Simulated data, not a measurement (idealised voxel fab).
process module | voxel fin reveal
Shown is cross-section cut, with a width of 155 nm and square cells of size 5 nm.
If you're reading a cross-section in this doc, picture square cells in a grid; it comes to you as bands, top ones listed first down to the bottom, and a band can be one or more rows of cells.
Read a band's entry like this: the first values are the height of its top and the height of its bottom in nm, and what follows is the sequence of materials from left to right, each with its width in nm. Note that "air" is empty space, and that a single material marked "everywhere" reaches across the band from edge to edge.
Height 0 is the level under which the wafer as received is all one material. The lowest band goes on downwards, as in "0..down".
A width given as "30 to 40" starts at the first number in the band's top row and ends at the second number in its bottom row, shifting by an equal amount at every step from row to row.
It should be understood that the words "same as before", when stated for a given step, signify that the cross-section underwent no change in any of its cells during that step.
Each empty space that has no open way to the top and spans at least 8 cells appears under "Closed internal cavities" as width x height at distance, the distance counted from the left edge, all in nm.
On each step's line, the part that comes after the settings is the simulator's own comment on the step.
"overlay nm", when on a step's line for a step with a mask, measures how far to the right of its planned place the mask lay; a negative measure means to the left.

Set out below are the planned steps of the process
1 RECEIVE | material Si
2 CONFORMAL_DEP | material SiN | thk nm 5
3 DIRECTIONAL_DEP | material aC | thk nm 15
4 PATTERN | tone cover | mask id FINS | material resist | width nm 15 | pitch nm 40 | thk nm 35 | overlay nm 0
5 DIRECTIONAL_ETCH | etch materials aC | depth nm 15
6 STRIP | etch materials resist
7 DIRECTIONAL_ETCH | etch materials SiN | depth nm 5
8 DIRECTIONAL_ETCH | etch materials Si | depth nm 35
9 STRIP | etch materials aC
10 FILL_DEP | material SiO2 | thk nm 10
11 CMP | height nm 5
12 SELECTIVE_ETCH | etch materials SiO2 | depth nm 15
13 STRIP | etch materials SiN
14 CONFORMAL_DEP | material SiO2 | thk nm 5

First of two wafers, processed according to plan

Wafer at receipt (post step 1), cross-section
  0..down  Si everywhere
  Closed internal cavities: none

Step 2 complete: cross-section through the wafer
  5..0  SiN everywhere
  Lower than 0, everything is as it was.

Step 3 complete: cross-section through the wafer
  20..5  aC everywhere
  Lower than 5, everything is as it was.

Step 4 complete: cross-section through the wafer
  55..20  50 nm air  15 nm resist  25 nm air  15 nm resist  50 nm air
  Lower than 20, everything is as it was.

Step 5 complete: cross-section through the wafer
  40..20  50 nm air  15 nm resist  25 nm air  15 nm resist  50 nm air
  20..5  50 nm air  15 nm aC  25 nm air  15 nm aC  50 nm air
  Lower than 5, everything is as it was.

Step 6 complete: cross-section through the wafer
  20..5  50 nm air  15 nm aC  25 nm air  15 nm aC  50 nm air
  Lower than 5, everything is as it was.

Step 7 complete: cross-section through the wafer
  20..5  50 nm air  15 nm aC  25 nm air  15 nm aC  50 nm air
  5..0  50 nm air  15 nm SiN  25 nm air  15 nm SiN  50 nm air
  Lower than 0, everything is as it was.

Step 8 complete: cross-section through the wafer
  20..5  50 nm air  15 nm aC  25 nm air  15 nm aC  50 nm air
  5..0  50 nm air  15 nm SiN  25 nm air  15 nm SiN  50 nm air
  0..-35  50 nm air  15 nm Si  25 nm air  15 nm Si  50 nm air
  Lower than -35, everything is as it was.

Step 9 complete: cross-section through the wafer
  5..0  50 nm air  15 nm SiN  25 nm air  15 nm SiN  50 nm air
  Lower than 0, everything is as it was.

Step 10 complete: cross-section through the wafer
  15..5  SiO2 everywhere
  5..0  50 nm SiO2  15 nm SiN  25 nm SiO2  15 nm SiN  50 nm SiO2
  0..-35  50 nm SiO2  15 nm Si  25 nm SiO2  15 nm Si  50 nm SiO2
  Lower than -35, everything is as it was.

Step 11 complete: cross-section through the wafer
  5..0  50 nm SiO2  15 nm SiN  25 nm SiO2  15 nm SiN  50 nm SiO2
  Lower than 0, everything is as it was.

Step 12 complete: cross-section through the wafer
  5..0  50 nm air  15 nm SiN  25 nm air  15 nm SiN  50 nm air
  0..-10  50 nm air  15 nm Si  25 nm air  15 nm Si  50 nm air
  Lower than -10, everything is as it was.

Step 13 complete: cross-section through the wafer
  0..-10  50 nm air  15 nm Si  25 nm air  15 nm Si  50 nm air
  Lower than -10, everything is as it was.

Step 14 complete: cross-section through the wafer
  5..0  45 nm air  25 nm SiO2  15 nm air  25 nm SiO2  45 nm air
  0..-5  45 nm air  5 nm SiO2  15 nm Si  5 nm SiO2  15 nm air  5 nm SiO2  15 nm Si  5 nm SiO2  45 nm air
  -5..-35  50 nm SiO2  15 nm Si  25 nm SiO2  15 nm Si  50 nm SiO2
  Lower than -35, everything is as it was.

Notes, second wafer: start = first wafer's, plan = first wafer's, execution had one mistake; history identical to first through step 13

Second wafer, section view, time point: scheduled end of step 14: same as before
Which mistake was made when the wafer was run? step 14 of the plan never got run, it was skipped over
Count the cells at the end and the second wafer has more or fewer of some materials than the first: SiO2: 39 fewer
